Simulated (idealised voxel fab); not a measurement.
process module | voxel local oxidation
cross-section cut | 205 nm wide | cells 5 nm
A cross-section is a grid of square cells, given in bands from the top down. A band is one or more rows of cells.
Each band's line starts with the height of the band's top and of its bottom, in nm. Then come its materials from left to right, each with its width in nm. One material with "throughout" fills the band from edge to edge. "air" is empty space.
Height 0 is the level under which the wafer as received is all one material. The lowest band goes on downwards, as in "0 down".
A width such as "30 to 40" changes by the same amount from each row of cells to the next, from the band's top row to its bottom row.
"no change" after a step means that no cell of the cross-section changed.
closed voids: empty space of 8 cells or more with no open way to the top, each as width x height at its distance from the left edge, in nm
after a step's settings: what the simulator itself notes on the step
overlay nm, on a step with a mask: how far to the right of its planned place the mask lay; to the left if negative
plan
1 op RECEIVE | material Si
2 op OXIDIZE | depth nm 5
3 op CONFORMAL_DEP | material SiN | thk nm 5
4 op MASKED_ETCH | tone cover | mask id ACTIVE | width nm 100 | etch materials SiN | depth nm 10 | overlay nm 0
5 op SELECTIVE_ETCH | etch materials SiO2 | depth nm 5
6 op OXIDIZE | depth nm 10
7 op STRIP | etch materials SiN
varied across the wafers: thk nm of step 3. The plan shows the first wafer's value. All wafers start alike
first wafer as received, after step 1
  0 down: Si throughout
  closed voids: none
each wafer at the end: cells of each material gained (+) or lost (-) since it was received, then its closed voids
thk nm 5 | -95 Si | +72 SiO2 | closed voids: none
thk nm 10 | -95 Si | +72 SiO2 | closed voids: none
thk nm 15 | -41 Si | +41 SiO2 | closed voids: none
thk nm 20 | -41 Si | +41 SiO2 | closed voids: none
thk nm 25 | -41 Si | +41 SiO2 | closed voids: none
